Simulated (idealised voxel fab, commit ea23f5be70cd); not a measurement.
Process module under the name voxel quadruple lines
The width of the displayed cross-section, cut, is 175 nm; its cells are square, with a size of 5 nm.
We lay out every cross-section as a grid of square cells and spell it out in bands from the top down, where one band means one or more rows of cells.
Within each band entry, the heights of the top and of the bottom of the band appear first, in that order and in nm; the materials of the band then follow from left to right, each with its corresponding width in nm. The designation "edge to edge" on a single material indicates that it fills the band from edge to edge; the designation "empty" indicates empty space.
The level at which height equals 0 is the one under which the wafer, as it arrives, is entirely one material. No lower edge exists for the bottom band, which continues downward and is notated as in "0 and below".
Read "30 to 40" as a graded width: first number on top, second number at the bottom, same change between each pair of neighbouring rows.
What does "left unchanged" mean for a step? It means no cell of the cross-section changed in that step.
Enclosed voids (no open way to top), threshold 8 cells or more, entry "Enclosed cavity list", notation width x height at distance, distance from left edge, nm.
On each step's line, the part that comes after the settings is the simulator's own comment on the step.
"overlay nm" on a masked step: distance the mask lay right of its planned place, negative for left.
Heads up before you read on: it's before/after pairs around one process step each, after side only down to the lowest band that changed, step plus settings under the pair. Pairs can be from different runs of this module, same starting wafer, so only chain a pair onto the one above if its "before" entry says so.

**before**
- 0 and below | Si edge to edge
- Enclosed cavity list: none

**Cut View, Post-Step**
- 5 down to 0 | SiO2 edge to edge
- For the remainder of the cross-section, below 0, there is no change.
- Enclosed cavity list: none
Step between the cross-sections above: op CONFORMAL_DEP | material SiO2 | thk nm 5

before: no separate figure, the pair right above already shows it after its step.

**Cut View, Post-Step**
- 20 down to 5 | TiN edge to edge
- For the remainder of the cross-section, below 5, there is no change.
- Enclosed cavity list: none
Step between the cross-sections above: op DIRECTIONAL_DEP | material TiN | thk nm 15

before: no separate figure, the pair right above already shows it after its step.

**Cut View, Post-Step**
- 35 down to 20 | polySi edge to edge
- For the remainder of the cross-section, below 20, there is no change.
- Enclosed cavity list: none
Step between the cross-sections above: op DIRECTIONAL_DEP | material polySi | thk nm 15

before: no separate figure, the pair right above already shows it after its step.

**Cut View, Post-Step**
- 55 down to 35 | aC edge to edge
- For the remainder of the cross-section, below 35, there is no change.
- Enclosed cavity list: none
Step between the cross-sections above: op DIRECTIONAL_DEP | material aC | thk nm 20

before: no separate figure, the pair right above already shows it after its step.

**Cut View, Post-Step**
- 85 down to 55 | 70 nm empty; 35 nm resist; 70 nm empty
- For the remainder of the cross-section, below 55, there is no change.
- Enclosed cavity list: none
Step between the cross-sections above: op PATTERN | tone cover | mask id MANDREL | material resist | width nm 35 | thk nm 30 | overlay nm 0

before: no separate figure, the pair right above already shows it after its step.

**Cut View, Post-Step**
- 65 down to 55 | 70 nm empty; 35 nm resist; 70 nm empty
- 55 down to 35 | 70 nm empty; 35 nm aC; 70 nm empty
- For the remainder of the cross-section, below 35, there is no change.
- Enclosed cavity list: none
Step between the cross-sections above: op DIRECTIONAL_ETCH | etch materials aC | depth nm 20

before: no separate figure, the pair right above already shows it after its step.

**Cut View, Post-Step**
- 55 down to 35 | 70 nm empty; 35 nm aC; 70 nm empty
- For the remainder of the cross-section, below 35, there is no change.
- Enclosed cavity list: none
Step between the cross-sections above: op STRIP | etch materials resist

before: no separate figure, the pair right above already shows it after its step.

**Cut View, Post-Step**
- 70 down to 55 | 55 nm empty; 65 nm SiO2; 55 nm empty
- 55 down to 50 | 55 nm empty; 15 nm SiO2; 35 nm aC; 15 nm SiO2; 55 nm empty
- 50 down to 35 | 70 nm SiO2; 35 nm aC; 70 nm SiO2
- For the remainder of the cross-section, below 35, there is no change.
- Enclosed cavity list: none
Step between the cross-sections above: op CONFORMAL_DEP | material SiO2 | thk nm 15

before: no separate figure, the pair right above already shows it after its step.

**Cut View, Post-Step**
- 55 down to 35 | 55 nm empty; 15 nm SiO2; 35 nm aC; 15 nm SiO2; 55 nm empty
- For the remainder of the cross-section, below 35, there is no change.
- Enclosed cavity list: none
Step between the cross-sections above: op DIRECTIONAL_ETCH | etch materials SiO2 | depth nm 15

before: no separate figure, the pair right above already shows it after its step.

**Cut View, Post-Step**
- 55 down to 35 | 55 nm empty; 15 nm SiO2; 35 nm empty; 15 nm SiO2; 55 nm empty
- For the remainder of the cross-section, below 35, there is no change.
- Enclosed cavity list: none
Step between the cross-sections above: op STRIP | etch materials aC

before: no separate figure, the pair right above already shows it after its step.

**Cut View, Post-Step**
- 55 down to 35 | 55 nm empty; 15 nm SiO2; 35 nm empty; 15 nm SiO2; 55 nm empty
- 35 down to 20 | 55 nm empty; 15 nm polySi; 35 nm empty; 15 nm polySi; 55 nm empty
- For the remainder of the cross-section, below 20, there is no change.
- Enclosed cavity list: none
Step between the cross-sections above: op DIRECTIONAL_ETCH | etch materials polySi | depth nm 15

before: no separate figure, the pair right above already shows it after its step.

**Cut View, Post-Step**
- 35 down to 20 | 55 nm empty; 15 nm polySi; 35 nm empty; 15 nm polySi; 55 nm empty
- For the remainder of the cross-section, below 20, there is no change.
- Enclosed cavity list: none
Step between the cross-sections above: op STRIP | etch materials SiO2

before: no separate figure, the pair right above already shows it after its step.

**Cut View, Post-Step**
- 45 down to 35 | 45 nm empty; 35 nm SiCN; 15 nm empty; 35 nm SiCN; 45 nm empty
- 35 down to 30 | 45 nm empty; 10 nm SiCN; 15 nm polySi; 10 nm SiCN; 15 nm empty; 10 nm SiCN; 15 nm polySi; 10 nm SiCN; 45 nm empty
- 30 down to 20 | 55 nm SiCN; 15 nm polySi; 35 nm SiCN; 15 nm polySi; 55 nm SiCN
- For the remainder of the cross-section, below 20, there is no change.
- Enclosed cavity list: none
Step between the cross-sections above: op CONFORMAL_DEP | material SiCN | thk nm 10

before: no separate figure, the pair right above already shows it after its step.

**Cut View, Post-Step**
- 35 down to 20 | 45 nm empty; 10 nm SiCN; 15 nm polySi; 10 nm SiCN; 15 nm empty; 10 nm SiCN; 15 nm polySi; 10 nm SiCN; 45 nm empty
- For the remainder of the cross-section, below 20, there is no change.
- Enclosed cavity list: none
Step between the cross-sections above: op DIRECTIONAL_ETCH | etch materials SiCN | depth nm 10

before: no separate figure, the pair right above already shows it after its step.

**Cut View, Post-Step**
- 35 down to 20 | 45 nm empty; 10 nm SiCN; 15 nm empty; 10 nm SiCN; 15 nm empty; 10 nm SiCN; 15 nm empty; 10 nm SiCN; 45 nm empty
- For the remainder of the cross-section, below 20, there is no change.
- Enclosed cavity list: none
Step between the cross-sections above: op STRIP | etch materials polySi

before: no separate figure, the pair right above already shows it after its step.

**Cut View, Post-Step**
- 35 down to 20 | 45 nm empty; 10 nm SiCN; 15 nm empty; 10 nm SiCN; 15 nm empty; 10 nm SiCN; 15 nm empty; 10 nm SiCN; 45 nm empty
- 20 down to 5 | 45 nm empty; 10 nm TiN; 15 nm empty; 10 nm TiN; 15 nm empty; 10 nm TiN; 15 nm empty; 10 nm TiN; 45 nm empty
- For the remainder of the cross-section, below 5, there is no change.
- Enclosed cavity list: none
Step between the cross-sections above: op DIRECTIONAL_ETCH | etch materials TiN | depth nm 15

before: no separate figure, the pair right above already shows it after its step.

**Cut View, Post-Step**
- 20 down to 5 | 45 nm empty; 10 nm TiN; 15 nm empty; 10 nm TiN; 15 nm empty; 10 nm TiN; 15 nm empty; 10 nm TiN; 45 nm empty
- For the remainder of the cross-section, below 5, there is no change.
- Enclosed cavity list: none
Step between the cross-sections above: op STRIP | etch materials SiCN

before: no separate figure, the pair right above already shows it after its step.

**Cut View, Post-Step**
- 25 down to 20 | SiO2 edge to edge
- 20 down to 5 | 45 nm SiO2; 10 nm TiN; 15 nm SiO2; 10 nm TiN; 15 nm SiO2; 10 nm TiN; 15 nm SiO2; 10 nm TiN; 45 nm SiO2
- For the remainder of the cross-section, below 5, there is no change.
- Enclosed cavity list: none
Step between the cross-sections above: op FILL_DEP | material SiO2 | thk nm 5

before: no separate figure, the pair right above already shows it after its step.

**Cut View, Post-Step**
- 20 down to 5 | 45 nm SiO2; 10 nm TiN; 15 nm SiO2; 10 nm TiN; 15 nm SiO2; 10 nm TiN; 15 nm SiO2; 10 nm TiN; 45 nm SiO2
- For the remainder of the cross-section, below 5, there is no change.
- Enclosed cavity list: none
Step between the cross-sections above: op CMP | height nm 20

**before**
- 0 and below | Si edge to edge
- Enclosed cavity list: none

**Cut View, Post-Step**
- 15 down to 0 | TiN edge to edge
- For the remainder of the cross-section, below 0, there is no change.
- Enclosed cavity list: none
Step between the cross-sections above: op DIRECTIONAL_DEP | material TiN | thk nm 15

before: no separate figure, the pair right above already shows it after its step.

**Cut View, Post-Step**
- 30 down to 15 | polySi edge to edge
- For the remainder of the cross-section, below 15, there is no change.
- Enclosed cavity list: none
Step between the cross-sections above: op DIRECTIONAL_DEP | material polySi | thk nm 15

before: no separate figure, the pair right above already shows it after its step.

**Cut View, Post-Step**
- 50 down to 30 | aC edge to edge
- For the remainder of the cross-section, below 30, there is no change.
- Enclosed cavity list: none
Step between the cross-sections above: op DIRECTIONAL_DEP | material aC | thk nm 20

before: no separate figure, the pair right above already shows it after its step.

**Cut View, Post-Step**
- 80 down to 50 | 70 nm empty; 35 nm resist; 70 nm empty
- For the remainder of the cross-section, below 50, there is no change.
- Enclosed cavity list: none
Step between the cross-sections above: op PATTERN | tone cover | mask id MANDREL | material resist | width nm 35 | thk nm 30 | overlay nm 0

before: no separate figure, the pair right above already shows it after its step.

**Cut View, Post-Step**
- 60 down to 50 | 70 nm empty; 35 nm resist; 70 nm empty
- 50 down to 30 | 70 nm empty; 35 nm aC; 70 nm empty
- For the remainder of the cross-section, below 30, there is no change.
- Enclosed cavity list: none
Step between the cross-sections above: op DIRECTIONAL_ETCH | etch materials aC | depth nm 20

before: no separate figure, the pair right above already shows it after its step.

**Cut View, Post-Step**
- 50 down to 30 | 70 nm empty; 35 nm aC; 70 nm empty
- For the remainder of the cross-section, below 30, there is no change.
- Enclosed cavity list: none
Step between the cross-sections above: op STRIP | etch materials resist

before: no separate figure, the pair right above already shows it after its step.

**Cut View, Post-Step**
- 65 down to 50 | 55 nm empty; 65 nm SiO2; 55 nm empty
- 50 down to 45 | 55 nm empty; 15 nm SiO2; 35 nm aC; 15 nm SiO2; 55 nm empty
- 45 down to 30 | 70 nm SiO2; 35 nm aC; 70 nm SiO2
- For the remainder of the cross-section, below 30, there is no change.
- Enclosed cavity list: none
Step between the cross-sections above: op CONFORMAL_DEP | material SiO2 | thk nm 15

before: no separate figure, the pair right above already shows it after its step.

**Cut View, Post-Step**
- 50 down to 30 | 55 nm empty; 15 nm SiO2; 35 nm aC; 15 nm SiO2; 55 nm empty
- For the remainder of the cross-section, below 30, there is no change.
- Enclosed cavity list: none
Step between the cross-sections above: op DIRECTIONAL_ETCH | etch materials SiO2 | depth nm 15

before: no separate figure, the pair right above already shows it after its step.

**Cut View, Post-Step**
- 50 down to 30 | 55 nm empty; 15 nm SiO2; 35 nm empty; 15 nm SiO2; 55 nm empty
- For the remainder of the cross-section, below 30, there is no change.
- Enclosed cavity list: none
Step between the cross-sections above: op STRIP | etch materials aC

before: no separate figure, the pair right above already shows it after its step.

**Cut View, Post-Step**
- 50 down to 30 | 55 nm empty; 15 nm SiO2; 35 nm empty; 15 nm SiO2; 55 nm empty
- 30 down to 15 | 55 nm empty; 15 nm polySi; 35 nm empty; 15 nm polySi; 55 nm empty
- For the remainder of the cross-section, below 15, there is no change.
- Enclosed cavity list: none
Step between the cross-sections above: op DIRECTIONAL_ETCH | etch materials polySi | depth nm 15

before: no separate figure, the pair right above already shows it after its step.

**Cut View, Post-Step**
- 30 down to 15 | 55 nm empty; 15 nm polySi; 35 nm empty; 15 nm polySi; 55 nm empty
- For the remainder of the cross-section, below 15, there is no change.
- Enclosed cavity list: none
Step between the cross-sections above: op STRIP | etch materials SiO2

before: no separate figure, the pair right above already shows it after its step.

**Cut View, Post-Step**
- 40 down to 30 | 45 nm empty; 35 nm SiCN; 15 nm empty; 35 nm SiCN; 45 nm empty
- 30 down to 25 | 45 nm empty; 10 nm SiCN; 15 nm polySi; 10 nm SiCN; 15 nm empty; 10 nm SiCN; 15 nm polySi; 10 nm SiCN; 45 nm empty
- 25 down to 15 | 55 nm SiCN; 15 nm polySi; 35 nm SiCN; 15 nm polySi; 55 nm SiCN
- For the remainder of the cross-section, below 15, there is no change.
- Enclosed cavity list: none
Step between the cross-sections above: op CONFORMAL_DEP | material SiCN | thk nm 10

before: no separate figure, the pair right above already shows it after its step.

**Cut View, Post-Step**
- 30 down to 15 | 45 nm empty; 10 nm SiCN; 15 nm polySi; 10 nm SiCN; 15 nm empty; 10 nm SiCN; 15 nm polySi; 10 nm SiCN; 45 nm empty
- For the remainder of the cross-section, below 15, there is no change.
- Enclosed cavity list: none
Step between the cross-sections above: op DIRECTIONAL_ETCH | etch materials SiCN | depth nm 10

before: no separate figure, the pair right above already shows it after its step.

**Cut View, Post-Step**
- 30 down to 15 | 45 nm empty; 10 nm SiCN; 15 nm empty; 10 nm SiCN; 15 nm empty; 10 nm SiCN; 15 nm empty; 10 nm SiCN; 45 nm empty
- For the remainder of the cross-section, below 15, there is no change.
- Enclosed cavity list: none
Step between the cross-sections above: op STRIP | etch materials polySi

before: no separate figure, the pair right above already shows it after its step.

**Cut View, Post-Step**
- 30 down to 15 | 45 nm empty; 10 nm SiCN; 15 nm empty; 10 nm SiCN; 15 nm empty; 10 nm SiCN; 15 nm empty; 10 nm SiCN; 45 nm empty
- 15 down to 0 | 45 nm empty; 10 nm TiN; 15 nm empty; 10 nm TiN; 15 nm empty; 10 nm TiN; 15 nm empty; 10 nm TiN; 45 nm empty
- For the remainder of the cross-section, below 0, there is no change.
- Enclosed cavity list: none
Step between the cross-sections above: op DIRECTIONAL_ETCH | etch materials TiN | depth nm 15

before: no separate figure, the pair right above already shows it after its step.

**Cut View, Post-Step**
- 15 down to 0 | 45 nm empty; 10 nm TiN; 15 nm empty; 10 nm TiN; 15 nm empty; 10 nm TiN; 15 nm empty; 10 nm TiN; 45 nm empty
- For the remainder of the cross-section, below 0, there is no change.
- Enclosed cavity list: none
Step between the cross-sections above: op STRIP | etch materials SiCN

before: no separate figure, the pair right above already shows it after its step.

**Cut View, Post-Step**
- 20 down to 15 | SiO2 edge to edge
- 15 down to 0 | 45 nm SiO2; 10 nm TiN; 15 nm SiO2; 10 nm TiN; 15 nm SiO2; 10 nm TiN; 15 nm SiO2; 10 nm TiN; 45 nm SiO2
- For the remainder of the cross-section, below 0, there is no change.
- Enclosed cavity list: none
Step between the cross-sections above: op FILL_DEP | material SiO2 | thk nm 5

**before**
- 5 down to 0 | SiO2 edge to edge
- 0 and below | Si edge to edge
- Enclosed cavity list: none

**Cut View, Post-Step**
- 20 down to 5 | polySi edge to edge
- For the remainder of the cross-section, below 5, there is no change.
- Enclosed cavity list: none
Step between the cross-sections above: op DIRECTIONAL_DEP | material polySi | thk nm 15

before: no separate figure, the pair right above already shows it after its step.

**Cut View, Post-Step**
- 35 down to 20 | TiN edge to edge
- For the remainder of the cross-section, below 20, there is no change.
- Enclosed cavity list: none
Step between the cross-sections above: op DIRECTIONAL_DEP | material TiN | thk nm 15

before: no separate figure, the pair right above already shows it after its step.

**Cut View, Post-Step**
- 55 down to 35 | aC edge to edge
- For the remainder of the cross-section, below 35, there is no change.
- Enclosed cavity list: none
Step between the cross-sections above: op DIRECTIONAL_DEP | material aC | thk nm 20

before: no separate figure, the pair right above already shows it after its step.

**Cut View, Post-Step**
- 85 down to 55 | 70 nm empty; 35 nm resist; 70 nm empty
- For the remainder of the cross-section, below 55, there is no change.
- Enclosed cavity list: none
Step between the cross-sections above: op PATTERN | tone cover | mask id MANDREL | material resist | width nm 35 | thk nm 30 | overlay nm 0

before: no separate figure, the pair right above already shows it after its step.

**Cut View, Post-Step**
- 65 down to 55 | 70 nm empty; 35 nm resist; 70 nm empty
- 55 down to 35 | 70 nm empty; 35 nm aC; 70 nm empty
- For the remainder of the cross-section, below 35, there is no change.
- Enclosed cavity list: none
Step between the cross-sections above: op DIRECTIONAL_ETCH | etch materials aC | depth nm 20

before: no separate figure, the pair right above already shows it after its step.

**Cut View, Post-Step**
- 55 down to 35 | 70 nm empty; 35 nm aC; 70 nm empty
- For the remainder of the cross-section, below 35, there is no change.
- Enclosed cavity list: none
Step between the cross-sections above: op STRIP | etch materials resist

before: no separate figure, the pair right above already shows it after its step.

**Cut View, Post-Step**
- 70 down to 55 | 55 nm empty; 65 nm SiO2; 55 nm empty
- 55 down to 50 | 55 nm empty; 15 nm SiO2; 35 nm aC; 15 nm SiO2; 55 nm empty
- 50 down to 35 | 70 nm SiO2; 35 nm aC; 70 nm SiO2
- For the remainder of the cross-section, below 35, there is no change.
- Enclosed cavity list: none
Step between the cross-sections above: op CONFORMAL_DEP | material SiO2 | thk nm 15

before: no separate figure, the pair right above already shows it after its step.

**Cut View, Post-Step**
- 55 down to 35 | 55 nm empty; 15 nm SiO2; 35 nm aC; 15 nm SiO2; 55 nm empty
- For the remainder of the cross-section, below 35, there is no change.
- Enclosed cavity list: none
Step between the cross-sections above: op DIRECTIONAL_ETCH | etch materials SiO2 | depth nm 15

before: no separate figure, the pair right above already shows it after its step.

**Cut View, Post-Step**
- 55 down to 35 | 55 nm empty; 15 nm SiO2; 35 nm empty; 15 nm SiO2; 55 nm empty
- For the remainder of the cross-section, below 35, there is no change.
- Enclosed cavity list: none
Step between the cross-sections above: op STRIP | etch materials aC

before: no separate figure, the pair right above already shows it after its step.

**Cut View, Post-Step**
- 35 down to 20 | TiN edge to edge
- For the remainder of the cross-section, below 20, there is no change.
- Enclosed cavity list: none
Step between the cross-sections above: op STRIP | etch materials SiO2

before: no separate figure, the pair right above already shows it after its step.

**Cut View, Post-Step**
- 45 down to 35 | SiCN edge to edge
- For the remainder of the cross-section, below 35, there is no change.
- Enclosed cavity list: none
Step between the cross-sections above: op CONFORMAL_DEP | material SiCN | thk nm 10

before: no separate figure, the pair right above already shows it after its step.

**Cut View, Post-Step**
- 35 down to 20 | TiN edge to edge
- For the remainder of the cross-section, below 20, there is no change.
- Enclosed cavity list: none
Step between the cross-sections above: op DIRECTIONAL_ETCH | etch materials SiCN | depth nm 10

before: no separate figure, the pair right above already shows it after its step.

**Cut View, Post-Step**
- 20 down to 5 | polySi edge to edge
- For the remainder of the cross-section, below 5, there is no change.
- Enclosed cavity list: none
Step between the cross-sections above: op DIRECTIONAL_ETCH | etch materials TiN | depth nm 15

before: no separate figure, the pair right above already shows it after its step.

**Cut View, Post-Step**
- 25 down to 20 | SiO2 edge to edge
- For the remainder of the cross-section, below 20, there is no change.
- Enclosed cavity list: none
Step between the cross-sections above: op FILL_DEP | material SiO2 | thk nm 5

before: no separate figure, the pair right above already shows it after its step.

**Cut View, Post-Step**
- 20 down to 5 | polySi edge to edge
- For the remainder of the cross-section, below 5, there is no change.
- Enclosed cavity list: none
Step between the cross-sections above: op CMP | height nm 20

**before**
- 25 down to 20 | SiO2 edge to edge
- 20 down to 5 | 45 nm SiO2; 10 nm TiN; 15 nm SiO2; 10 nm TiN; 15 nm SiO2; 10 nm TiN; 15 nm SiO2; 10 nm TiN; 45 nm SiO2
- 5 down to 0 | SiO2 edge to edge
- 0 and below | Si edge to edge
- Enclosed cavity list: none

**Cut View, Post-Step**
- 10 down to 5 | 45 nm SiO2; 10 nm TiN; 15 nm SiO2; 10 nm TiN; 15 nm SiO2; 10 nm TiN; 15 nm SiO2; 10 nm TiN; 45 nm SiO2
- For the remainder of the cross-section, below 5, there is no change.
- Enclosed cavity list: none
Step between the cross-sections above: op CMP | height nm 10

**before**
- 55 down to 35 | aC edge to edge
- 35 down to 20 | polySi edge to edge
- 20 down to 5 | TiN edge to edge
- 5 down to 0 | SiO2 edge to edge
- 0 and below | Si edge to edge
- Enclosed cavity list: none

**Cut View, Post-Step**
- 85 down to 55 | 75 nm empty; 30 nm resist; 70 nm empty
- For the remainder of the cross-section, below 55, there is no change.
- Enclosed cavity list: none
Step between the cross-sections above: op PATTERN | tone cover | mask id MANDREL | material resist | width nm 30 | thk nm 30 | overlay nm 0

before: no separate figure, the pair right above already shows it after its step.

**Cut View, Post-Step**
- 65 down to 55 | 75 nm empty; 30 nm resist; 70 nm empty
- 55 down to 35 | 75 nm empty; 30 nm aC; 70 nm empty
- For the remainder of the cross-section, below 35, there is no change.
- Enclosed cavity list: none
Step between the cross-sections above: op DIRECTIONAL_ETCH | etch materials aC | depth nm 20

before: no separate figure, the pair right above already shows it after its step.

**Cut View, Post-Step**
- 55 down to 35 | 75 nm empty; 30 nm aC; 70 nm empty
- For the remainder of the cross-section, below 35, there is no change.
- Enclosed cavity list: none
Step between the cross-sections above: op STRIP | etch materials resist

before: no separate figure, the pair right above already shows it after its step.

**Cut View, Post-Step**
- 70 down to 55 | 60 nm empty; 60 nm SiO2; 55 nm empty
- 55 down to 50 | 60 nm empty; 15 nm SiO2; 30 nm aC; 15 nm SiO2; 55 nm empty
- 50 down to 35 | 75 nm SiO2; 30 nm aC; 70 nm SiO2
- For the remainder of the cross-section, below 35, there is no change.
- Enclosed cavity list: none
Step between the cross-sections above: op CONFORMAL_DEP | material SiO2 | thk nm 15

before: no separate figure, the pair right above already shows it after its step.

**Cut View, Post-Step**
- 55 down to 35 | 60 nm empty; 15 nm SiO2; 30 nm aC; 15 nm SiO2; 55 nm empty
- For the remainder of the cross-section, below 35, there is no change.
- Enclosed cavity list: none
Step between the cross-sections above: op DIRECTIONAL_ETCH | etch materials SiO2 | depth nm 15

before: no separate figure, the pair right above already shows it after its step.

**Cut View, Post-Step**
- 55 down to 35 | 60 nm empty; 15 nm SiO2; 30 nm empty; 15 nm SiO2; 55 nm empty
- For the remainder of the cross-section, below 35, there is no change.
- Enclosed cavity list: none
Step between the cross-sections above: op STRIP | etch materials aC

before: no separate figure, the pair right above already shows it after its step.

**Cut View, Post-Step**
- 55 down to 35 | 60 nm empty; 15 nm SiO2; 30 nm empty; 15 nm SiO2; 55 nm empty
- 35 down to 20 | 60 nm empty; 15 nm polySi; 30 nm empty; 15 nm polySi; 55 nm empty
- For the remainder of the cross-section, below 20, there is no change.
- Enclosed cavity list: none
Step between the cross-sections above: op DIRECTIONAL_ETCH | etch materials polySi | depth nm 15

before: no separate figure, the pair right above already shows it after its step.

**Cut View, Post-Step**
- 35 down to 20 | 60 nm empty; 15 nm polySi; 30 nm empty; 15 nm polySi; 55 nm empty
- For the remainder of the cross-section, below 20, there is no change.
- Enclosed cavity list: none
Step between the cross-sections above: op STRIP | etch materials SiO2

before: no separate figure, the pair right above already shows it after its step.

**Cut View, Post-Step**
- 45 down to 35 | 50 nm empty; 35 nm SiCN; 10 nm empty; 35 nm SiCN; 45 nm empty
- 35 down to 30 | 50 nm empty; 10 nm SiCN; 15 nm polySi; 10 nm SiCN; 10 nm empty; 10 nm SiCN; 15 nm polySi; 10 nm SiCN; 45 nm empty
- 30 down to 20 | 60 nm SiCN; 15 nm polySi; 30 nm SiCN; 15 nm polySi; 55 nm SiCN
- For the remainder of the cross-section, below 20, there is no change.
- Enclosed cavity list: none
Step between the cross-sections above: op CONFORMAL_DEP | material SiCN | thk nm 10

before: no separate figure, the pair right above already shows it after its step.

**Cut View, Post-Step**
- 35 down to 20 | 50 nm empty; 10 nm SiCN; 15 nm polySi; 10 nm SiCN; 10 nm empty; 10 nm SiCN; 15 nm polySi; 10 nm SiCN; 45 nm empty
- For the remainder of the cross-section, below 20, there is no change.
- Enclosed cavity list: none
Step between the cross-sections above: op DIRECTIONAL_ETCH | etch materials SiCN | depth nm 10

before: no separate figure, the pair right above already shows it after its step.

**Cut View, Post-Step**
- 35 down to 20 | 50 nm empty; 10 nm SiCN; 15 nm empty; 10 nm SiCN; 10 nm empty; 10 nm SiCN; 15 nm empty; 10 nm SiCN; 45 nm empty
- For the remainder of the cross-section, below 20, there is no change.
- Enclosed cavity list: none
Step between the cross-sections above: op STRIP | etch materials polySi

before: no separate figure, the pair right above already shows it after its step.

**Cut View, Post-Step**
- 35 down to 20 | 50 nm empty; 10 nm SiCN; 15 nm empty; 10 nm SiCN; 10 nm empty; 10 nm SiCN; 15 nm empty; 10 nm SiCN; 45 nm empty
- 20 down to 5 | 50 nm empty; 10 nm TiN; 15 nm empty; 10 nm TiN; 10 nm empty; 10 nm TiN; 15 nm empty; 10 nm TiN; 45 nm empty
- For the remainder of the cross-section, below 5, there is no change.
- Enclosed cavity list: none
Step between the cross-sections above: op DIRECTIONAL_ETCH | etch materials TiN | depth nm 15

before: no separate figure, the pair right above already shows it after its step.

**Cut View, Post-Step**
- 20 down to 5 | 50 nm empty; 10 nm TiN; 15 nm empty; 10 nm TiN; 10 nm empty; 10 nm TiN; 15 nm empty; 10 nm TiN; 45 nm empty
- For the remainder of the cross-section, below 5, there is no change.
- Enclosed cavity list: none
Step between the cross-sections above: op STRIP | etch materials SiCN

before: no separate figure, the pair right above already shows it after its step.

**Cut View, Post-Step**
- 25 down to 20 | SiO2 edge to edge
- 20 down to 5 | 50 nm SiO2; 10 nm TiN; 15 nm SiO2; 10 nm TiN; 10 nm SiO2; 10 nm TiN; 15 nm SiO2; 10 nm TiN; 45 nm SiO2
- For the remainder of the cross-section, below 5, there is no change.
- Enclosed cavity list: none
Step between the cross-sections above: op FILL_DEP | material SiO2 | thk nm 5

before: no separate figure, the pair right above already shows it after its step.

**Cut View, Post-Step**
- 20 down to 5 | 50 nm SiO2; 10 nm TiN; 15 nm SiO2; 10 nm TiN; 10 nm SiO2; 10 nm TiN; 15 nm SiO2; 10 nm TiN; 45 nm SiO2
- For the remainder of the cross-section, below 5, there is no change.
- Enclosed cavity list: none
Step between the cross-sections above: op CMP | height nm 20

**before**
- 55 down to 35 | aC edge to edge
- 35 down to 20 | polySi edge to edge
- 20 down to 5 | TiN edge to edge
- 5 down to 0 | SiO2 edge to edge
- 0 and below | Si edge to edge
- Enclosed cavity list: none

**Cut View, Post-Step**
- 85 down to 55 | 60 nm empty; 35 nm resist; 80 nm empty
- For the remainder of the cross-section, below 55, there is no change.
- Enclosed cavity list: none
Step between the cross-sections above: op PATTERN | tone cover | mask id MANDREL | material resist | width nm 35 | thk nm 30 | overlay nm -10

before: no separate figure, the pair right above already shows it after its step.

**Cut View, Post-Step**
- 65 down to 55 | 60 nm empty; 35 nm resist; 80 nm empty
- 55 down to 35 | 60 nm empty; 35 nm aC; 80 nm empty
- For the remainder of the cross-section, below 35, there is no change.
- Enclosed cavity list: none
Step between the cross-sections above: op DIRECTIONAL_ETCH | etch materials aC | depth nm 20

before: no separate figure, the pair right above already shows it after its step.

**Cut View, Post-Step**
- 55 down to 35 | 60 nm empty; 35 nm aC; 80 nm empty
- For the remainder of the cross-section, below 35, there is no change.
- Enclosed cavity list: none
Step between the cross-sections above: op STRIP | etch materials resist

before: no separate figure, the pair right above already shows it after its step.

**Cut View, Post-Step**
- 70 down to 55 | 45 nm empty; 65 nm SiO2; 65 nm empty
- 55 down to 50 | 45 nm empty; 15 nm SiO2; 35 nm aC; 15 nm SiO2; 65 nm empty
- 50 down to 35 | 60 nm SiO2; 35 nm aC; 80 nm SiO2
- For the remainder of the cross-section, below 35, there is no change.
- Enclosed cavity list: none
Step between the cross-sections above: op CONFORMAL_DEP | material SiO2 | thk nm 15

before: no separate figure, the pair right above already shows it after its step.

**Cut View, Post-Step**
- 55 down to 35 | 45 nm empty; 15 nm SiO2; 35 nm aC; 15 nm SiO2; 65 nm empty
- For the remainder of the cross-section, below 35, there is no change.
- Enclosed cavity list: none
Step between the cross-sections above: op DIRECTIONAL_ETCH | etch materials SiO2 | depth nm 15

before: no separate figure, the pair right above already shows it after its step.

**Cut View, Post-Step**
- 55 down to 35 | 45 nm empty; 15 nm SiO2; 35 nm empty; 15 nm SiO2; 65 nm empty
- For the remainder of the cross-section, below 35, there is no change.
- Enclosed cavity list: none
Step between the cross-sections above: op STRIP | etch materials aC

before: no separate figure, the pair right above already shows it after its step.

**Cut View, Post-Step**
- 55 down to 35 | 45 nm empty; 15 nm SiO2; 35 nm empty; 15 nm SiO2; 65 nm empty
- 35 down to 20 | 45 nm empty; 15 nm polySi; 35 nm empty; 15 nm polySi; 65 nm empty
- For the remainder of the cross-section, below 20, there is no change.
- Enclosed cavity list: none
Step between the cross-sections above: op DIRECTIONAL_ETCH | etch materials polySi | depth nm 15

before: no separate figure, the pair right above already shows it after its step.

**Cut View, Post-Step**
- 35 down to 20 | 45 nm empty; 15 nm polySi; 35 nm empty; 15 nm polySi; 65 nm empty
- For the remainder of the cross-section, below 20, there is no change.
- Enclosed cavity list: none
Step between the cross-sections above: op STRIP | etch materials SiO2

before: no separate figure, the pair right above already shows it after its step.

**Cut View, Post-Step**
- 45 down to 35 | 35 nm empty; 35 nm SiCN; 15 nm empty; 35 nm SiCN; 55 nm empty
- 35 down to 30 | 35 nm empty; 10 nm SiCN; 15 nm polySi; 10 nm SiCN; 15 nm empty; 10 nm SiCN; 15 nm polySi; 10 nm SiCN; 55 nm empty
- 30 down to 20 | 45 nm SiCN; 15 nm polySi; 35 nm SiCN; 15 nm polySi; 65 nm SiCN
- For the remainder of the cross-section, below 20, there is no change.
- Enclosed cavity list: none
Step between the cross-sections above: op CONFORMAL_DEP | material SiCN | thk nm 10

before: no separate figure, the pair right above already shows it after its step.

**Cut View, Post-Step**
- 35 down to 20 | 35 nm empty; 10 nm SiCN; 15 nm polySi; 10 nm SiCN; 15 nm empty; 10 nm SiCN; 15 nm polySi; 10 nm SiCN; 55 nm empty
- For the remainder of the cross-section, below 20, there is no change.
- Enclosed cavity list: none
Step between the cross-sections above: op DIRECTIONAL_ETCH | etch materials SiCN | depth nm 10

before: no separate figure, the pair right above already shows it after its step.

**Cut View, Post-Step**
- 35 down to 20 | 35 nm empty; 10 nm SiCN; 15 nm empty; 10 nm SiCN; 15 nm empty; 10 nm SiCN; 15 nm empty; 10 nm SiCN; 55 nm empty
- For the remainder of the cross-section, below 20, there is no change.
- Enclosed cavity list: none
Step between the cross-sections above: op STRIP | etch materials polySi
